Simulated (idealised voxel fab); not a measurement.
You're looking at the process module voxel capacitor over wiring.
Section cut is 235 nm wide and gridded with 5 nm square cells.
Each cross-section below is a grid of square cells, stated as bands in top-down order, with one or more rows of cells making up each band.
The band entry comprises the height of the band's top followed by the height of its bottom, expressed in nm, and subsequently the band's materials from left to right, each stated together with its width in nm. Where a single material is marked with the word "edge to edge", that material fills the band from edge to edge. The word "air" represents empty space.
All heights in this document are referenced to 0, defined as the level beneath which the wafer, as received, consists entirely of one material. The lowest band is not bounded below; it extends indefinitely downward and is written in the form "0 nm and below".
When a width is written as two numbers, as in "30->40", the first number is the width in the top row of cells of the band and the second is the width in its bottom row, and the width changes by the same amount from each row to the next.
Step marked "everything unchanged"? Then no cell in the cross-section changed in it.
Enclosed voids (no open way to top), threshold 8 cells or more, entry "Voids, enclosed", notation width x height at distance, distance from left edge, nm.
What comes after the settings on a step's line is commentary from the simulator itself on that step.
A step line may carry the setting "overlay nm", which, for steps involving a mask, states the distance by which the mask lay to the right of its intended position; negative values denote displacement to the left.
Planned step list for the process
1,RECEIVE,material Si
2,CONFORMAL_DEP,material SiO2,thk nm 10
3,CONFORMAL_DEP,material SiCN,thk nm 5
4,DIRECTIONAL_DEP,material lowk,thk nm 15
5,MASKED_ETCH,tone open,mask id METAL_1,width nm 25,pitch nm 90,etch materials lowk,depth nm 15,overlay nm 0
6,MASKED_ETCH,tone open,mask id METAL_1,width nm 25,pitch nm 90,etch materials SiCN,depth nm 5,overlay nm 0
7,CONFORMAL_DEP,material TiN,thk nm 5
8,FILL_DEP,material Ru,thk nm 5
9,CMP,height nm 30
10,CONFORMAL_DEP,material SiCN,thk nm 5
11,DIRECTIONAL_DEP,material SiO2,thk nm 10
12,DIRECTIONAL_DEP,material aC,thk nm 10
13,PATTERN,tone open,mask id PLUG_1,material resist,width nm 15,thk nm 25,overlay nm 0
14,DIRECTIONAL_ETCH,etch materials aC,depth nm 10
15,STRIP,etch materials resist
16,DIRECTIONAL_ETCH,etch materials SiO2,depth nm 10
17,DIRECTIONAL_ETCH,etch materials SiCN,depth nm 5
18,STRIP,etch materials aC
19,EPI,material Ru,thk nm 10
20,EPI,material Ru,thk nm 5
21,DIRECTIONAL_DEP,material TiN,thk nm 10
22,DIRECTIONAL_DEP,material Al2O3,thk nm 5
23,DIRECTIONAL_DEP,material TiN,thk nm 5
24,MASKED_ETCH,tone cover,mask id UPPER_PLATE,width nm 70,etch materials TiN,depth nm 5,overlay nm 0
25,MASKED_ETCH,tone cover,mask id UPPER_PLATE,width nm 70,etch materials Al2O3,depth nm 5,overlay nm -15
26,MASKED_ETCH,tone cover,mask id LOWER_PLATE,width nm 80,etch materials TiN,depth nm 10,overlay nm 0
27,FILL_DEP,material SiO2,thk nm 20
28,CMP,height nm 80
29,MASKED_ETCH,tone open,mask id PLUG_2,width nm 15,etch materials SiO2,depth nm 15,overlay nm 0
30,CONFORMAL_DEP,material TiN,thk nm 5
31,FILL_DEP,material W,thk nm 10
32,CMP,height nm 80
33,CONFORMAL_DEP,material SiN,thk nm 5
The overlay nm used in step 25 is not the same on every wafer, whereas the starting condition is; the value printed in the plan is the first wafer's.
Cross-section of the first of several wafers as received (after step 1)
	0 nm and below: Si edge to edge
	Voids, enclosed: none
End-of-module cross-section, first of several wafers, after last step 33
	85 nm to 80 nm: SiN edge to edge
	80 nm to 70 nm: SiO2: 80  TiN: 5  W: 5  TiN: 5  SiO2: 140
	70 nm to 60 nm: SiO2: 80->70  TiN: 15->70  SiO2: 140->95
	60 nm to 55 nm: SiO2: 55  Al2O3: 85  SiO2: 95
	55 nm to 45 nm: SiO2: 55  TiN: 90  SiO2: 90
	45 nm to 35 nm: SiO2: 70  Ru: 15  SiO2: 150
	35 nm to 30 nm: SiCN: 70  Ru: 15  SiCN: 150
	30 nm to 15 nm: lowk: 60  TiN: 5  Ru: 15  TiN: 5  lowk: 65  TiN: 5  Ru: 15  TiN: 5  lowk: 60
	15 nm to 10 nm: SiCN: 60  TiN: 25  SiCN: 65  TiN: 25  SiCN: 60
	10 nm to 0 nm: SiO2 edge to edge
	0 nm and below: Si edge to edge
	Voids, enclosed: none
Cross-section of the final wafer among several, taken at the end of the module
	85 nm to 80 nm: SiN edge to edge
	80 nm to 70 nm: SiO2: 80  TiN: 5  W: 5  TiN: 5  SiO2: 140
	70 nm to 60 nm: SiO2: 80->70  TiN: 15->70  SiO2: 140->95
	60 nm to 55 nm: SiO2: 70  Al2O3: 85  SiO2: 80
	55 nm to 45 nm: SiO2: 65  TiN: 90  SiO2: 80
	45 nm to 35 nm: SiO2: 70  Ru: 15  SiO2: 150
	35 nm to 30 nm: SiCN: 70  Ru: 15  SiCN: 150
	30 nm to 15 nm: lowk: 60  TiN: 5  Ru: 15  TiN: 5  lowk: 65  TiN: 5  Ru: 15  TiN: 5  lowk: 60
	15 nm to 10 nm: SiCN: 60  TiN: 25  SiCN: 65  TiN: 25  SiCN: 60
	10 nm to 0 nm: SiO2 edge to edge
	0 nm and below: Si edge to edge
	Voids, enclosed: none
Row per wafer, end-of-module: cell gain (+)/loss (-) by material since the wafer came in, then closed voids
overlay nm -15, +17 Al2O3, +27 Ru, +81 SiCN, +47 SiN, +435 SiO2, +79 TiN, +2 W, +111 lowk, Voids, enclosed: none
overlay nm -10, +16 Al2O3, +27 Ru, +81 SiCN, +47 SiN, +438 SiO2, +77 TiN, +2 W, +111 lowk, Voids, enclosed: none
overlay nm -5, +15 Al2O3, +27 Ru, +81 SiCN, +47 SiN, +441 SiO2, +75 TiN, +2 W, +111 lowk, Voids, enclosed: none
overlay nm 0, +14 Al2O3, +27 Ru, +81 SiCN, +47 SiN, +442 SiO2, +75 TiN, +2 W, +111 lowk, Voids, enclosed: none
overlay nm 5, +15 Al2O3, +27 Ru, +81 SiCN, +47 SiN, +441 SiO2, +75 TiN, +2 W, +111 lowk, Voids, enclosed: none
overlay nm 10, +16 Al2O3, +27 Ru, +81 SiCN, +47 SiN, +438 SiO2, +77 TiN, +2 W, +111 lowk, Voids, enclosed: none
overlay nm 15, +17 Al2O3, +27 Ru, +81 SiCN, +47 SiN, +435 SiO2, +79 TiN, +2 W, +111 lowk, Voids, enclosed: none
